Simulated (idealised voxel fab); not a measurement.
The process module presented herein is designated voxel self aligned vias.
Square cells of 5 nm make up the cross-section cut, whose width is 260 nm.
Notation: cross-section as square-cell grid; stated in bands, top first, going down; one or more cell rows per band.
Within each band entry, the heights of the top and of the bottom of the band appear first, in that order and in nm; the materials of the band then follow from left to right, each with its corresponding width in nm. The designation "throughout" on a single material indicates that it fills the band from edge to edge; the designation "empty" indicates empty space.
Below 0: as-received wafer, all one material; heights counted from there. Lowest band: no bottom, goes on down, written "z 0 and below".
Per-row width for "30..40": begins at first number (top row of band), ends at second number (bottom row), increment between rows held constant.
Basically "remained the same" means that step didn't change any cell in the cross-section.
"Enclosed cavities": sealed empty spaces, 8 cells or more, no open way to top, listed width x height at distance, with distance from the left edge and width, height and distance in nm.
after a step's settings: what the simulator itself notes on the step
On any step carrying a mask, the "overlay nm" setting, if present on the step's line, tells how far right of its planned place the mask lay; negative values point to the left.
-- Set out below are the planned steps of the process
- 1: RECEIVE, material Si
- 2: CONFORMAL_DEP, material SiO2, thk nm 15
- 3: CONFORMAL_DEP, material SiCN, thk nm 5
- 4: DIRECTIONAL_DEP, material SiO2, thk nm 30
- 5: PATTERN, tone open, mask id LINES, material resist, width nm 30, pitch nm 60, thk nm 20, overlay nm 0
- 6: DIRECTIONAL_ETCH, etch materials SiO2, depth nm 30
- 7: STRIP, etch materials resist
- 8: CONFORMAL_DEP, material TiN, thk nm 5
- 9: FILL_DEP, material Ru, thk nm 10
- 10: CMP, height nm 50
- 11: SELECTIVE_ETCH, etch materials W Ru TiN, depth nm 5
- 12: FILL_DEP, material SiN, thk nm 10
- 13: CMP, height nm 50
- 14: DIRECTIONAL_DEP, material SiO2, thk nm 15
- 15: MASKED_ETCH, tone open, mask id VIAS, width nm 40, pitch nm 60, etch materials SiO2, depth nm 15, overlay nm 0
- 16: MASKED_ETCH, tone open, mask id VIAS, width nm 40, pitch nm 60, etch materials SiN, depth nm 5, overlay nm 0
- 17: CONFORMAL_DEP, material TiN, thk nm 5
- 18: FILL_DEP, material W, thk nm 10
- 19: CMP, height nm 65
- 20: CONFORMAL_DEP, material SiCN, thk nm 5
-- First out of two wafers; run went to plan
-- Step 1 complete: cross-section of the wafer as received
  z 0 and below: Si throughout
  Enclosed cavities: none
-- State of the wafer after step 2, shown in cross-section
  z 15 to 0: SiO2 throughout
  Below 0, the layers are the same as they were.
-- State of the wafer after step 3, shown in cross-section
  z 20 to 15: SiCN throughout
  Below 15, the layers are the same as they were.
-- State of the wafer after step 4, shown in cross-section
  z 50 to 20: SiO2 throughout
  Below 20, the layers are the same as they were.
-- State of the wafer after step 5, shown in cross-section
  z 70 to 50: resist: 55; empty: 30; resist: 30; empty: 30; resist: 30; empty: 30; resist: 55
  Below 50, the layers are the same as they were.
-- State of the wafer after step 6, shown in cross-section
  z 70 to 50: resist: 55; empty: 30; resist: 30; empty: 30; resist: 30; empty: 30; resist: 55
  z 50 to 20: SiO2: 55; empty: 30; SiO2: 30; empty: 30; SiO2: 30; empty: 30; SiO2: 55
  Below 20, the layers are the same as they were.
-- State of the wafer after step 7, shown in cross-section
  z 50 to 20: SiO2: 55; empty: 30; SiO2: 30; empty: 30; SiO2: 30; empty: 30; SiO2: 55
  Below 20, the layers are the same as they were.
-- State of the wafer after step 8, shown in cross-section
  z 55 to 50: TiN: 60; empty: 20; TiN: 40; empty: 20; TiN: 40; empty: 20; TiN: 60
  z 50 to 25: SiO2: 55; TiN: 5; empty: 20; TiN: 5; SiO2: 30; TiN: 5; empty: 20; TiN: 5; SiO2: 30; TiN: 5; empty: 20; TiN: 5; SiO2: 55
  z 25 to 20: SiO2: 55; TiN: 30; SiO2: 30; TiN: 30; SiO2: 30; TiN: 30; SiO2: 55
  Below 20, the layers are the same as they were.
-- State of the wafer after step 9, shown in cross-section
  z 65 to 55: Ru throughout
  z 55 to 50: TiN: 60; Ru: 20; TiN: 40; Ru: 20; TiN: 40; Ru: 20; TiN: 60
  z 50 to 25: SiO2: 55; TiN: 5; Ru: 20; TiN: 5; SiO2: 30; TiN: 5; Ru: 20; TiN: 5; SiO2: 30; TiN: 5; Ru: 20; TiN: 5; SiO2: 55
  Below 25, the layers are the same as they were.
-- State of the wafer after step 10, shown in cross-section
  z 50 to 25: SiO2: 55; TiN: 5; Ru: 20; TiN: 5; SiO2: 30; TiN: 5; Ru: 20; TiN: 5; SiO2: 30; TiN: 5; Ru: 20; TiN: 5; SiO2: 55
  Below 25, the layers are the same as they were.
-- State of the wafer after step 11, shown in cross-section
  z 50 to 45: SiO2: 55; empty: 30; SiO2: 30; empty: 30; SiO2: 30; empty: 30; SiO2: 55
  Below 45, the layers are the same as they were.
-- State of the wafer after step 12, shown in cross-section
  z 60 to 50: SiN throughout
  z 50 to 45: SiO2: 55; SiN: 30; SiO2: 30; SiN: 30; SiO2: 30; SiN: 30; SiO2: 55
  Below 45, the layers are the same as they were.
-- State of the wafer after step 13, shown in cross-section
  z 50 to 45: SiO2: 55; SiN: 30; SiO2: 30; SiN: 30; SiO2: 30; SiN: 30; SiO2: 55
  Below 45, the layers are the same as they were.
-- State of the wafer after step 14, shown in cross-section
  z 65 to 50: SiO2 throughout
  Below 50, the layers are the same as they were.
-- State of the wafer after step 15, shown in cross-section
  z 65 to 50: SiO2: 50; empty: 40; SiO2: 20; empty: 40; SiO2: 20; empty: 40; SiO2: 50
  Below 50, the layers are the same as they were.
-- State of the wafer after step 16, shown in cross-section
  z 65 to 50: SiO2: 50; empty: 40; SiO2: 20; empty: 40; SiO2: 20; empty: 40; SiO2: 50
  z 50 to 45: SiO2: 55; empty: 30; SiO2: 30; empty: 30; SiO2: 30; empty: 30; SiO2: 55
  Below 45, the layers are the same as they were.
-- State of the wafer after step 17, shown in cross-section
  z 70 to 65: TiN: 55; empty: 30; TiN: 30; empty: 30; TiN: 30; empty: 30; TiN: 55
  z 65 to 55: SiO2: 50; TiN: 5; empty: 30; TiN: 5; SiO2: 20; TiN: 5; empty: 30; TiN: 5; SiO2: 20; TiN: 5; empty: 30; TiN: 5; SiO2: 50
  z 55 to 50: SiO2: 50; TiN: 10; empty: 20; TiN: 10; SiO2: 20; TiN: 10; empty: 20; TiN: 10; SiO2: 20; TiN: 10; empty: 20; TiN: 10; SiO2: 50
  z 50 to 45: SiO2: 55; TiN: 30; SiO2: 30; TiN: 30; SiO2: 30; TiN: 30; SiO2: 55
  Below 45, the layers are the same as they were.
-- State of the wafer after step 18, shown in cross-section
  z 80 to 70: W throughout
  z 70 to 65: TiN: 55; W: 30; TiN: 30; W: 30; TiN: 30; W: 30; TiN: 55
  z 65 to 55: SiO2: 50; TiN: 5; W: 30; TiN: 5; SiO2: 20; TiN: 5; W: 30; TiN: 5; SiO2: 20; TiN: 5; W: 30; TiN: 5; SiO2: 50
  z 55 to 50: SiO2: 50; TiN: 10; W: 20; TiN: 10; SiO2: 20; TiN: 10; W: 20; TiN: 10; SiO2: 20; TiN: 10; W: 20; TiN: 10; SiO2: 50
  Below 50, the layers are the same as they were.
-- State of the wafer after step 19, shown in cross-section
  z 65 to 55: SiO2: 50; TiN: 5; W: 30; TiN: 5; SiO2: 20; TiN: 5; W: 30; TiN: 5; SiO2: 20; TiN: 5; W: 30; TiN: 5; SiO2: 50
  Below 55, the layers are the same as they were.
-- State of the wafer after step 20, shown in cross-section
  z 70 to 65: SiCN throughout
  Below 65, the layers are the same as they were.
-- For the second wafer, take the first wafer's start and plan, then add one mistake made in running it; everything through step 4, that step included, is shared with the first
-- Cross-section of the second wafer when, according to plan, step 5 should have finished
  z 70 to 50: resist: 55; empty: 35; resist: 25; empty: 35; resist: 25; empty: 35; resist: 50
  Below 50, the layers are the same as they were.
-- Cross-section of the second wafer when, according to plan, step 6 should have finished
  z 70 to 50: resist: 55; empty: 35; resist: 25; empty: 35; resist: 25; empty: 35; resist: 50
  z 50 to 20: SiO2: 55; empty: 35; SiO2: 25; empty: 35; SiO2: 25; empty: 35; SiO2: 50
  Below 20, the layers are the same as they were.
-- Cross-section of the second wafer when, according to plan, step 7 should have finished
  z 50 to 20: SiO2: 55; empty: 35; SiO2: 25; empty: 35; SiO2: 25; empty: 35; SiO2: 50
  Below 20, the layers are the same as they were.
-- Cross-section of the second wafer when, according to plan, step 8 should have finished
  z 55 to 50: TiN: 60; empty: 25; TiN: 35; empty: 25; TiN: 35; empty: 25; TiN: 55
  z 50 to 25: SiO2: 55; TiN: 5; empty: 25; TiN: 5; SiO2: 25; TiN: 5; empty: 25; TiN: 5; SiO2: 25; TiN: 5; empty: 25; TiN: 5; SiO2: 50
  z 25 to 20: SiO2: 55; TiN: 35; SiO2: 25; TiN: 35; SiO2: 25; TiN: 35; SiO2: 50
  Below 20, the layers are the same as they were.
-- Cross-section of the second wafer when, according to plan, step 9 should have finished
  z 65 to 55: Ru throughout
  z 55 to 50: TiN: 60; Ru: 25; TiN: 35; Ru: 25; TiN: 35; Ru: 25; TiN: 55
  z 50 to 25: SiO2: 55; TiN: 5; Ru: 25; TiN: 5; SiO2: 25; TiN: 5; Ru: 25; TiN: 5; SiO2: 25; TiN: 5; Ru: 25; TiN: 5; SiO2: 50
  Below 25, the layers are the same as they were.
-- Cross-section of the second wafer when, according to plan, step 10 should have finished
  z 50 to 25: SiO2: 55; TiN: 5; Ru: 25; TiN: 5; SiO2: 25; TiN: 5; Ru: 25; TiN: 5; SiO2: 25; TiN: 5; Ru: 25; TiN: 5; SiO2: 50
  Below 25, the layers are the same as they were.
-- Cross-section of the second wafer when, according to plan, step 11 should have finished
  z 50 to 45: SiO2: 55; empty: 35; SiO2: 25; empty: 35; SiO2: 25; empty: 35; SiO2: 50
  Below 45, the layers are the same as they were.
-- Cross-section of the second wafer when, according to plan, step 12 should have finished
  z 60 to 50: SiN throughout
  z 50 to 45: SiO2: 55; SiN: 35; SiO2: 25; SiN: 35; SiO2: 25; SiN: 35; SiO2: 50
  Below 45, the layers are the same as they were.
-- Cross-section of the second wafer when, according to plan, step 13 should have finished
  z 50 to 45: SiO2: 55; SiN: 35; SiO2: 25; SiN: 35; SiO2: 25; SiN: 35; SiO2: 50
  Below 45, the layers are the same as they were.
-- Cross-section of the second wafer when, according to plan, step 14 should have finished
  z 65 to 50: SiO2 throughout
  Below 50, the layers are the same as they were.
-- Cross-section of the second wafer when, according to plan, step 15 should have finished
  z 65 to 50: SiO2: 50; empty: 40; SiO2: 20; empty: 40; SiO2: 20; empty: 40; SiO2: 50
  Below 50, the layers are the same as they were.
-- Cross-section of the second wafer when, according to plan, step 16 should have finished
  z 65 to 50: SiO2: 50; empty: 40; SiO2: 20; empty: 40; SiO2: 20; empty: 40; SiO2: 50
  z 50 to 45: SiO2: 55; empty: 35; SiO2: 25; empty: 35; SiO2: 25; empty: 35; SiO2: 50
  Below 45, the layers are the same as they were.
-- Cross-section of the second wafer when, according to plan, step 17 should have finished
  z 70 to 65: TiN: 55; empty: 30; TiN: 30; empty: 30; TiN: 30; empty: 30; TiN: 55
  z 65 to 55: SiO2: 50; TiN: 5; empty: 30; TiN: 5; SiO2: 20; TiN: 5; empty: 30; TiN: 5; SiO2: 20; TiN: 5; empty: 30; TiN: 5; SiO2: 50
  z 55 to 50: SiO2: 50; TiN: 10; empty: 25; TiN: 5; SiO2: 20; TiN: 10; empty: 25; TiN: 5; SiO2: 20; TiN: 10; empty: 25; TiN: 5; SiO2: 50
  z 50 to 45: SiO2: 55; TiN: 35; SiO2: 25; TiN: 35; SiO2: 25; TiN: 35; SiO2: 50
  Below 45, the layers are the same as they were.
-- Cross-section of the second wafer when, according to plan, step 18 should have finished
  z 80 to 70: W throughout
  z 70 to 65: TiN: 55; W: 30; TiN: 30; W: 30; TiN: 30; W: 30; TiN: 55
  z 65 to 55: SiO2: 50; TiN: 5; W: 30; TiN: 5; SiO2: 20; TiN: 5; W: 30; TiN: 5; SiO2: 20; TiN: 5; W: 30; TiN: 5; SiO2: 50
  z 55 to 50: SiO2: 50; TiN: 10; W: 25; TiN: 5; SiO2: 20; TiN: 10; W: 25; TiN: 5; SiO2: 20; TiN: 10; W: 25; TiN: 5; SiO2: 50
  Below 50, the layers are the same as they were.
-- Cross-section of the second wafer when, according to plan, step 19 should have finished
  z 65 to 55: SiO2: 50; TiN: 5; W: 30; TiN: 5; SiO2: 20; TiN: 5; W: 30; TiN: 5; SiO2: 20; TiN: 5; W: 30; TiN: 5; SiO2: 50
  Below 55, the layers are the same as they were.
-- Cross-section of the second wafer when, according to plan, step 20 should have finished
  z 70 to 65: SiCN throughout
  Below 65, the layers are the same as they were.
Plan not followed: planned and actual differ for step 5; actual: PATTERN, tone open, mask id LINES, material resist, width nm 35, pitch nm 60, thk nm 20, overlay nm 0
Bottom line after processing is that, in cells, the second wafer is up or down on some materials versus the first: 12 more of Ru; 18 fewer of SiO2; 3 more of TiN; 3 more of W
